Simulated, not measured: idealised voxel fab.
process module | voxel wiring stack
cross-section cut | 260 nm wide | cells 5 nm
A cross-section is a grid of square cells, given in bands from the top down. A band is one or more rows of cells.
Each band's line starts with the height of the band's top and of its bottom, in nm. Then come its materials from left to right, each with its width in nm. One material with "throughout" fills the band from edge to edge. "air" is empty space.
Height 0 is the level under which the wafer as received is all one material. The lowest band goes on downwards, as in "0 down".
A width such as "30 to 40" changes by the same amount from each row of cells to the next, from the band's top row to its bottom row.
"no change" after a step means that no cell of the cross-section changed.
closed voids: empty space of 8 cells or more with no open way to the top, each as width x height at its distance from the left edge, in nm
after a step's settings: what the simulator itself notes on the step
overlay nm, on a step with a mask: how far to the right of its planned place the mask lay; to the left if negative
plan
1 op RECEIVE | material Si
2 op CONFORMAL_DEP | material SiO2 | thk nm 15
3 op DIRECTIONAL_DEP | material TiN | thk nm 5
4 op DIRECTIONAL_DEP | material W | thk nm 20
5 op PATTERN | tone cover | mask id METAL_1 | material resist | width nm 20 | pitch nm 45 | thk nm 15 | overlay nm 0
6 op DIRECTIONAL_ETCH | etch materials W | depth nm 20
7 op DIRECTIONAL_ETCH | etch materials TiN | depth nm 5
8 op STRIP | etch materials resist
9 op FILL_DEP | material SiO2 | thk nm 10
10 op CMP | height nm 40
11 op CONFORMAL_DEP | material SiCN | thk nm 5
12 op DIRECTIONAL_DEP | material lowk | thk nm 30
13 op DIRECTIONAL_DEP | material aC | thk nm 10
14 op PATTERN | tone open | mask id METAL_2_HOLES | material resist | width nm 15 | pitch nm 90 | thk nm 30 | overlay nm 0
15 op DIRECTIONAL_ETCH | etch materials aC | depth nm 10
16 op STRIP | etch materials resist
17 op DIRECTIONAL_ETCH | etch materials lowk | depth nm 30
18 op STRIP | etch materials aC
19 op PATTERN | tone open | mask id METAL_2 | material resist | width nm 20 | pitch nm 45 | thk nm 15 | overlay nm 0
20 op DIRECTIONAL_ETCH | etch materials lowk | depth nm 20
21 op DIRECTIONAL_ETCH | etch materials SiCN | depth nm 5
22 op STRIP | etch materials resist
23 op CONFORMAL_DEP | material TiN | thk nm 5
24 op FILL_DEP | material Ru | thk nm 5
25 op CMP | height nm 75
26 op CONFORMAL_DEP | material SiCN | thk nm 5
27 op DIRECTIONAL_DEP | material lowk | thk nm 10
28 op DIRECTIONAL_DEP | material aC | thk nm 15
29 op PATTERN | tone open | mask id PLUG_2 | material resist | width nm 15 | pitch nm 45 | thk nm 30 | overlay nm 0
30 op DIRECTIONAL_ETCH | etch materials aC | depth nm 15
31 op STRIP | etch materials resist
32 op DIRECTIONAL_ETCH | etch materials lowk | depth nm 10
33 op DIRECTIONAL_ETCH | etch materials SiCN | depth nm 5
34 op STRIP | etch materials aC
35 op CONFORMAL_DEP | material TiN | thk nm 5
36 op FILL_DEP | material Ru | thk nm 10
37 op CMP | height nm 90
38 op DIRECTIONAL_DEP | material TiN | thk nm 5
39 op DIRECTIONAL_DEP | material W | thk nm 15
40 op PATTERN | tone cover | mask id METAL_3 | material resist | width nm 20 | pitch nm 45 | thk nm 15 | overlay nm 0
41 op DIRECTIONAL_ETCH | etch materials W | depth nm 15
42 op DIRECTIONAL_ETCH | etch materials TiN | depth nm 5
43 op STRIP | etch materials resist
44 op FILL_DEP | material lowk | thk nm 5
45 op CMP | height nm 110
46 op CONFORMAL_DEP | material SiN | thk nm 5
first wafer, as planned
as received, after step 1
  0 down: Si throughout
  closed voids: none
after step 2
  15 to 0: SiO2 throughout
  below 0: unchanged
after step 3
  20 to 15: TiN throughout
  below 15: unchanged
after step 4
  40 to 20: W throughout
  below 20: unchanged
after step 5
  55 to 40: air 50 | resist 20 | air 25 | resist 20 | air 25 | resist 20 | air 25 | resist 20 | air 55
  below 40: unchanged
after step 6
  55 to 40: air 50 | resist 20 | air 25 | resist 20 | air 25 | resist 20 | air 25 | resist 20 | air 55
  40 to 20: air 50 | W 20 | air 25 | W 20 | air 25 | W 20 | air 25 | W 20 | air 55
  below 20: unchanged
after step 7
  55 to 40: air 50 | resist 20 | air 25 | resist 20 | air 25 | resist 20 | air 25 | resist 20 | air 55
  40 to 20: air 50 | W 20 | air 25 | W 20 | air 25 | W 20 | air 25 | W 20 | air 55
  20 to 15: air 50 | TiN 20 | air 25 | TiN 20 | air 25 | TiN 20 | air 25 | TiN 20 | air 55
  below 15: unchanged
after step 8
  40 to 20: air 50 | W 20 | air 25 | W 20 | air 25 | W 20 | air 25 | W 20 | air 55
  below 20: unchanged
after step 9
  50 to 40: SiO2 throughout
  40 to 20: SiO2 50 | W 20 | SiO2 25 | W 20 | SiO2 25 | W 20 | SiO2 25 | W 20 | SiO2 55
  20 to 15: SiO2 50 | TiN 20 | SiO2 25 | TiN 20 | SiO2 25 | TiN 20 | SiO2 25 | TiN 20 | SiO2 55
  below 15: unchanged
after step 10
  40 to 20: SiO2 50 | W 20 | SiO2 25 | W 20 | SiO2 25 | W 20 | SiO2 25 | W 20 | SiO2 55
  below 20: unchanged
after step 11
  45 to 40: SiCN throughout
  below 40: unchanged
after step 12
  75 to 45: lowk throughout
  below 45: unchanged
after step 13
  85 to 75: aC throughout
  below 75: unchanged
after step 14
  115 to 85: resist 50 | air 15 | resist 75 | air 15 | resist 105
  below 85: unchanged
after step 15
  105 to 85: resist 50 | air 15 | resist 75 | air 15 | resist 105
  85 to 75: aC 50 | air 15 | aC 75 | air 15 | aC 105
  below 75: unchanged
after step 16
  85 to 75: aC 50 | air 15 | aC 75 | air 15 | aC 105
  below 75: unchanged
after step 17
  85 to 75: aC 50 | air 15 | aC 75 | air 15 | aC 105
  75 to 45: lowk 50 | air 15 | lowk 75 | air 15 | lowk 105
  below 45: unchanged
after step 18
  75 to 45: lowk 50 | air 15 | lowk 75 | air 15 | lowk 105
  below 45: unchanged
after step 19
  90 to 75: resist 50 | air 20 | resist 25 | air 20 | resist 25 | air 20 | resist 25 | air 20 | resist 55
  below 75: unchanged
after step 20
  90 to 75: resist 50 | air 20 | resist 25 | air 20 | resist 25 | air 20 | resist 25 | air 20 | resist 55
  75 to 55: lowk 50 | air 20 | lowk 25 | air 20 | lowk 25 | air 20 | lowk 25 | air 20 | lowk 55
  below 55: unchanged
after step 21
  90 to 75: resist 50 | air 20 | resist 25 | air 20 | resist 25 | air 20 | resist 25 | air 20 | resist 55
  75 to 55: lowk 50 | air 20 | lowk 25 | air 20 | lowk 25 | air 20 | lowk 25 | air 20 | lowk 55
  55 to 45: lowk 50 | air 15 | lowk 75 | air 15 | lowk 105
  45 to 40: SiCN 50 | air 15 | SiCN 75 | air 15 | SiCN 105
  below 40: unchanged
after step 22
  75 to 55: lowk 50 | air 20 | lowk 25 | air 20 | lowk 25 | air 20 | lowk 25 | air 20 | lowk 55
  below 55: unchanged
after step 23
  80 to 75: TiN 55 | air 10 | TiN 35 | air 10 | TiN 35 | air 10 | TiN 35 | air 10 | TiN 60
  75 to 60: lowk 50 | TiN 5 | air 10 | TiN 5 | lowk 25 | TiN 5 | air 10 | TiN 5 | lowk 25 | TiN 5 | air 10 | TiN 5 | lowk 25 | TiN 5 | air 10 | TiN 5 | lowk 55
  60 to 55: lowk 50 | TiN 5 | air 5 | TiN 10 | lowk 25 | TiN 20 | lowk 25 | TiN 5 | air 5 | TiN 10 | lowk 25 | TiN 20 | lowk 55
  55 to 45: lowk 50 | TiN 5 | air 5 | TiN 5 | lowk 75 | TiN 5 | air 5 | TiN 5 | lowk 105
  45 to 40: SiCN 50 | TiN 15 | SiCN 75 | TiN 15 | SiCN 105
  below 40: unchanged
after step 24
  85 to 80: Ru throughout
  80 to 75: TiN 55 | Ru 10 | TiN 35 | Ru 10 | TiN 35 | Ru 10 | TiN 35 | Ru 10 | TiN 60
  75 to 60: lowk 50 | TiN 5 | Ru 10 | TiN 5 | lowk 25 | TiN 5 | Ru 10 | TiN 5 | lowk 25 | TiN 5 | Ru 10 | TiN 5 | lowk 25 | TiN 5 | Ru 10 | TiN 5 | lowk 55
  60 to 55: lowk 50 | TiN 5 | Ru 5 | TiN 10 | lowk 25 | TiN 20 | lowk 25 | TiN 5 | Ru 5 | TiN 10 | lowk 25 | TiN 20 | lowk 55
  55 to 45: lowk 50 | TiN 5 | Ru 5 | TiN 5 | lowk 75 | TiN 5 | Ru 5 | TiN 5 | lowk 105
  below 45: unchanged
after step 25
  75 to 60: lowk 50 | TiN 5 | Ru 10 | TiN 5 | lowk 25 | TiN 5 | Ru 10 | TiN 5 | lowk 25 | TiN 5 | Ru 10 | TiN 5 | lowk 25 | TiN 5 | Ru 10 | TiN 5 | lowk 55
  below 60: unchanged
after step 26
  80 to 75: SiCN throughout
  below 75: unchanged
after step 27
  90 to 80: lowk throughout
  below 80: unchanged
after step 28
  105 to 90: aC throughout
  below 90: unchanged
after step 29
  135 to 105: resist 50 | air 15 | resist 30 | air 15 | resist 30 | air 15 | resist 30 | air 15 | resist 60
  below 105: unchanged
after step 30
  120 to 105: resist 50 | air 15 | resist 30 | air 15 | resist 30 | air 15 | resist 30 | air 15 | resist 60
  105 to 90: aC 50 | air 15 | aC 30 | air 15 | aC 30 | air 15 | aC 30 | air 15 | aC 60
  below 90: unchanged
after step 31
  105 to 90: aC 50 | air 15 | aC 30 | air 15 | aC 30 | air 15 | aC 30 | air 15 | aC 60
  below 90: unchanged
after step 32
  105 to 90: aC 50 | air 15 | aC 30 | air 15 | aC 30 | air 15 | aC 30 | air 15 | aC 60
  90 to 80: lowk 50 | air 15 | lowk 30 | air 15 | lowk 30 | air 15 | lowk 30 | air 15 | lowk 60
  below 80: unchanged
after step 33
  105 to 90: aC 50 | air 15 | aC 30 | air 15 | aC 30 | air 15 | aC 30 | air 15 | aC 60
  90 to 80: lowk 50 | air 15 | lowk 30 | air 15 | lowk 30 | air 15 | lowk 30 | air 15 | lowk 60
  80 to 75: SiCN 50 | air 15 | SiCN 30 | air 15 | SiCN 30 | air 15 | SiCN 30 | air 15 | SiCN 60
  below 75: unchanged
after step 34
  90 to 80: lowk 50 | air 15 | lowk 30 | air 15 | lowk 30 | air 15 | lowk 30 | air 15 | lowk 60
  below 80: unchanged
after step 35
  95 to 90: TiN 55 | air 5 | TiN 40 | air 5 | TiN 40 | air 5 | TiN 40 | air 5 | TiN 65
  90 to 80: lowk 50 | TiN 5 | air 5 | TiN 5 | lowk 30 | TiN 5 | air 5 | TiN 5 | lowk 30 | TiN 5 | air 5 | TiN 5 | lowk 30 | TiN 5 | air 5 | TiN 5 | lowk 60
  80 to 75: SiCN 50 | TiN 15 | SiCN 30 | TiN 15 | SiCN 30 | TiN 15 | SiCN 30 | TiN 15 | SiCN 60
  below 75: unchanged
after step 36
  105 to 95: Ru throughout
  95 to 90: TiN 55 | Ru 5 | TiN 40 | Ru 5 | TiN 40 | Ru 5 | TiN 40 | Ru 5 | TiN 65
  90 to 80: lowk 50 | TiN 5 | Ru 5 | TiN 5 | lowk 30 | TiN 5 | Ru 5 | TiN 5 | lowk 30 | TiN 5 | Ru 5 | TiN 5 | lowk 30 | TiN 5 | Ru 5 | TiN 5 | lowk 60
  below 80: unchanged
after step 37
  90 to 80: lowk 50 | TiN 5 | Ru 5 | TiN 5 | lowk 30 | TiN 5 | Ru 5 | TiN 5 | lowk 30 | TiN 5 | Ru 5 | TiN 5 | lowk 30 | TiN 5 | Ru 5 | TiN 5 | lowk 60
  below 80: unchanged
after step 38
  95 to 90: TiN throughout
  below 90: unchanged
after step 39
  110 to 95: W throughout
  below 95: unchanged
after step 40
  125 to 110: air 50 | resist 20 | air 25 | resist 20 | air 25 | resist 20 | air 25 | resist 20 | air 55
  below 110: unchanged
after step 41
  125 to 110: air 50 | resist 20 | air 25 | resist 20 | air 25 | resist 20 | air 25 | resist 20 | air 55
  110 to 95: air 50 | W 20 | air 25 | W 20 | air 25 | W 20 | air 25 | W 20 | air 55
  below 95: unchanged
after step 42
  125 to 110: air 50 | resist 20 | air 25 | resist 20 | air 25 | resist 20 | air 25 | resist 20 | air 55
  110 to 95: air 50 | W 20 | air 25 | W 20 | air 25 | W 20 | air 25 | W 20 | air 55
  95 to 90: air 50 | TiN 20 | air 25 | TiN 20 | air 25 | TiN 20 | air 25 | TiN 20 | air 55
  below 90: unchanged
after step 43
  110 to 95: air 50 | W 20 | air 25 | W 20 | air 25 | W 20 | air 25 | W 20 | air 55
  below 95: unchanged
after step 44
  115 to 110: lowk throughout
  110 to 95: lowk 50 | W 20 | lowk 25 | W 20 | lowk 25 | W 20 | lowk 25 | W 20 | lowk 55
  95 to 90: lowk 50 | TiN 20 | lowk 25 | TiN 20 | lowk 25 | TiN 20 | lowk 25 | TiN 20 | lowk 55
  below 90: unchanged
after step 45
  110 to 95: lowk 50 | W 20 | lowk 25 | W 20 | lowk 25 | W 20 | lowk 25 | W 20 | lowk 55
  below 95: unchanged
after step 46
  115 to 110: SiN throughout
  below 110: unchanged
second wafer: like start, like plan, one mistake. Through step 2 it matches the first wafer
when step 3 should have ended: no change
when step 4 should have ended
  35 to 15: W throughout
  below 15: unchanged
when step 5 should have ended
  50 to 35: air 50 | resist 20 | air 25 | resist 20 | air 25 | resist 20 | air 25 | resist 20 | air 55
  below 35: unchanged
when step 6 should have ended
  50 to 35: air 50 | resist 20 | air 25 | resist 20 | air 25 | resist 20 | air 25 | resist 20 | air 55
  35 to 15: air 50 | W 20 | air 25 | W 20 | air 25 | W 20 | air 25 | W 20 | air 55
  below 15: unchanged
when step 7 should have ended: no change
when step 8 should have ended
  35 to 15: air 50 | W 20 | air 25 | W 20 | air 25 | W 20 | air 25 | W 20 | air 55
  below 15: unchanged
when step 9 should have ended
  45 to 35: SiO2 throughout
  35 to 15: SiO2 50 | W 20 | SiO2 25 | W 20 | SiO2 25 | W 20 | SiO2 25 | W 20 | SiO2 55
  below 15: unchanged
when step 10 should have ended
  40 to 35: SiO2 throughout
  below 35: unchanged
when step 11 should have ended
  45 to 40: SiCN throughout
  below 40: unchanged
when step 12 should have ended
  75 to 45: lowk throughout
  below 45: unchanged
when step 13 should have ended
  85 to 75: aC throughout
  below 75: unchanged
when step 14 should have ended
  115 to 85: resist 50 | air 15 | resist 75 | air 15 | resist 105
  below 85: unchanged
when step 15 should have ended
  105 to 85: resist 50 | air 15 | resist 75 | air 15 | resist 105
  85 to 75: aC 50 | air 15 | aC 75 | air 15 | aC 105
  below 75: unchanged
when step 16 should have ended
  85 to 75: aC 50 | air 15 | aC 75 | air 15 | aC 105
  below 75: unchanged
when step 17 should have ended
  85 to 75: aC 50 | air 15 | aC 75 | air 15 | aC 105
  75 to 45: lowk 50 | air 15 | lowk 75 | air 15 | lowk 105
  below 45: unchanged
when step 18 should have ended
  75 to 45: lowk 50 | air 15 | lowk 75 | air 15 | lowk 105
  below 45: unchanged
when step 19 should have ended
  90 to 75: resist 50 | air 20 | resist 25 | air 20 | resist 25 | air 20 | resist 25 | air 20 | resist 55
  below 75: unchanged
when step 20 should have ended
  90 to 75: resist 50 | air 20 | resist 25 | air 20 | resist 25 | air 20 | resist 25 | air 20 | resist 55
  75 to 55: lowk 50 | air 20 | lowk 25 | air 20 | lowk 25 | air 20 | lowk 25 | air 20 | lowk 55
  below 55: unchanged
when step 21 should have ended
  90 to 75: resist 50 | air 20 | resist 25 | air 20 | resist 25 | air 20 | resist 25 | air 20 | resist 55
  75 to 55: lowk 50 | air 20 | lowk 25 | air 20 | lowk 25 | air 20 | lowk 25 | air 20 | lowk 55
  55 to 45: lowk 50 | air 15 | lowk 75 | air 15 | lowk 105
  45 to 40: SiCN 50 | air 15 | SiCN 75 | air 15 | SiCN 105
  below 40: unchanged
when step 22 should have ended
  75 to 55: lowk 50 | air 20 | lowk 25 | air 20 | lowk 25 | air 20 | lowk 25 | air 20 | lowk 55
  below 55: unchanged
when step 23 should have ended
  80 to 75: TiN 55 | air 10 | TiN 35 | air 10 | TiN 35 | air 10 | TiN 35 | air 10 | TiN 60
  75 to 60: lowk 50 | TiN 5 | air 10 | TiN 5 | lowk 25 | TiN 5 | air 10 | TiN 5 | lowk 25 | TiN 5 | air 10 | TiN 5 | lowk 25 | TiN 5 | air 10 | TiN 5 | lowk 55
  60 to 55: lowk 50 | TiN 5 | air 5 | TiN 10 | lowk 25 | TiN 20 | lowk 25 | TiN 5 | air 5 | TiN 10 | lowk 25 | TiN 20 | lowk 55
  55 to 45: lowk 50 | TiN 5 | air 5 | TiN 5 | lowk 75 | TiN 5 | air 5 | TiN 5 | lowk 105
  45 to 40: SiCN 50 | TiN 15 | SiCN 75 | TiN 15 | SiCN 105
  below 40: unchanged
when step 24 should have ended
  85 to 80: Ru throughout
  80 to 75: TiN 55 | Ru 10 | TiN 35 | Ru 10 | TiN 35 | Ru 10 | TiN 35 | Ru 10 | TiN 60
  75 to 60: lowk 50 | TiN 5 | Ru 10 | TiN 5 | lowk 25 | TiN 5 | Ru 10 | TiN 5 | lowk 25 | TiN 5 | Ru 10 | TiN 5 | lowk 25 | TiN 5 | Ru 10 | TiN 5 | lowk 55
  60 to 55: lowk 50 | TiN 5 | Ru 5 | TiN 10 | lowk 25 | TiN 20 | lowk 25 | TiN 5 | Ru 5 | TiN 10 | lowk 25 | TiN 20 | lowk 55
  55 to 45: lowk 50 | TiN 5 | Ru 5 | TiN 5 | lowk 75 | TiN 5 | Ru 5 | TiN 5 | lowk 105
  below 45: unchanged
when step 25 should have ended
  75 to 60: lowk 50 | TiN 5 | Ru 10 | TiN 5 | lowk 25 | TiN 5 | Ru 10 | TiN 5 | lowk 25 | TiN 5 | Ru 10 | TiN 5 | lowk 25 | TiN 5 | Ru 10 | TiN 5 | lowk 55
  below 60: unchanged
when step 26 should have ended
  80 to 75: SiCN throughout
  below 75: unchanged
when step 27 should have ended
  90 to 80: lowk throughout
  below 80: unchanged
when step 28 should have ended
  105 to 90: aC throughout
  below 90: unchanged
when step 29 should have ended
  135 to 105: resist 50 | air 15 | resist 30 | air 15 | resist 30 | air 15 | resist 30 | air 15 | resist 60
  below 105: unchanged
when step 30 should have ended
  120 to 105: resist 50 | air 15 | resist 30 | air 15 | resist 30 | air 15 | resist 30 | air 15 | resist 60
  105 to 90: aC 50 | air 15 | aC 30 | air 15 | aC 30 | air 15 | aC 30 | air 15 | aC 60
  below 90: unchanged
when step 31 should have ended
  105 to 90: aC 50 | air 15 | aC 30 | air 15 | aC 30 | air 15 | aC 30 | air 15 | aC 60
  below 90: unchanged
when step 32 should have ended
  105 to 90: aC 50 | air 15 | aC 30 | air 15 | aC 30 | air 15 | aC 30 | air 15 | aC 60
  90 to 80: lowk 50 | air 15 | lowk 30 | air 15 | lowk 30 | air 15 | lowk 30 | air 15 | lowk 60
  below 80: unchanged
when step 33 should have ended
  105 to 90: aC 50 | air 15 | aC 30 | air 15 | aC 30 | air 15 | aC 30 | air 15 | aC 60
  90 to 80: lowk 50 | air 15 | lowk 30 | air 15 | lowk 30 | air 15 | lowk 30 | air 15 | lowk 60
  80 to 75: SiCN 50 | air 15 | SiCN 30 | air 15 | SiCN 30 | air 15 | SiCN 30 | air 15 | SiCN 60
  below 75: unchanged
when step 34 should have ended
  90 to 80: lowk 50 | air 15 | lowk 30 | air 15 | lowk 30 | air 15 | lowk 30 | air 15 | lowk 60
  below 80: unchanged
when step 35 should have ended
  95 to 90: TiN 55 | air 5 | TiN 40 | air 5 | TiN 40 | air 5 | TiN 40 | air 5 | TiN 65
  90 to 80: lowk 50 | TiN 5 | air 5 | TiN 5 | lowk 30 | TiN 5 | air 5 | TiN 5 | lowk 30 | TiN 5 | air 5 | TiN 5 | lowk 30 | TiN 5 | air 5 | TiN 5 | lowk 60
  80 to 75: SiCN 50 | TiN 15 | SiCN 30 | TiN 15 | SiCN 30 | TiN 15 | SiCN 30 | TiN 15 | SiCN 60
  below 75: unchanged
when step 36 should have ended
  105 to 95: Ru throughout
  95 to 90: TiN 55 | Ru 5 | TiN 40 | Ru 5 | TiN 40 | Ru 5 | TiN 40 | Ru 5 | TiN 65
  90 to 80: lowk 50 | TiN 5 | Ru 5 | TiN 5 | lowk 30 | TiN 5 | Ru 5 | TiN 5 | lowk 30 | TiN 5 | Ru 5 | TiN 5 | lowk 30 | TiN 5 | Ru 5 | TiN 5 | lowk 60
  below 80: unchanged
when step 37 should have ended
  90 to 80: lowk 50 | TiN 5 | Ru 5 | TiN 5 | lowk 30 | TiN 5 | Ru 5 | TiN 5 | lowk 30 | TiN 5 | Ru 5 | TiN 5 | lowk 30 | TiN 5 | Ru 5 | TiN 5 | lowk 60
  below 80: unchanged
when step 38 should have ended
  95 to 90: TiN throughout
  below 90: unchanged
when step 39 should have ended
  110 to 95: W throughout
  below 95: unchanged
when step 40 should have ended
  125 to 110: air 50 | resist 20 | air 25 | resist 20 | air 25 | resist 20 | air 25 | resist 20 | air 55
  below 110: unchanged
when step 41 should have ended
  125 to 110: air 50 | resist 20 | air 25 | resist 20 | air 25 | resist 20 | air 25 | resist 20 | air 55
  110 to 95: air 50 | W 20 | air 25 | W 20 | air 25 | W 20 | air 25 | W 20 | air 55
  below 95: unchanged
when step 42 should have ended
  125 to 110: air 50 | resist 20 | air 25 | resist 20 | air 25 | resist 20 | air 25 | resist 20 | air 55
  110 to 95: air 50 | W 20 | air 25 | W 20 | air 25 | W 20 | air 25 | W 20 | air 55
  95 to 90: air 50 | TiN 20 | air 25 | TiN 20 | air 25 | TiN 20 | air 25 | TiN 20 | air 55
  below 90: unchanged
when step 43 should have ended
  110 to 95: air 50 | W 20 | air 25 | W 20 | air 25 | W 20 | air 25 | W 20 | air 55
  below 95: unchanged
when step 44 should have ended
  115 to 110: lowk throughout
  110 to 95: lowk 50 | W 20 | lowk 25 | W 20 | lowk 25 | W 20 | lowk 25 | W 20 | lowk 55
  95 to 90: lowk 50 | TiN 20 | lowk 25 | TiN 20 | lowk 25 | TiN 20 | lowk 25 | TiN 20 | lowk 55
  below 90: unchanged
when step 45 should have ended
  110 to 95: lowk 50 | W 20 | lowk 25 | W 20 | lowk 25 | W 20 | lowk 25 | W 20 | lowk 55
  below 95: unchanged
when step 46 should have ended
  115 to 110: SiN throughout
  below 110: unchanged
what went wrong: step 3 was left out
at the end the second wafer has, in cells: 16 more of SiO2 | 16 fewer of TiN
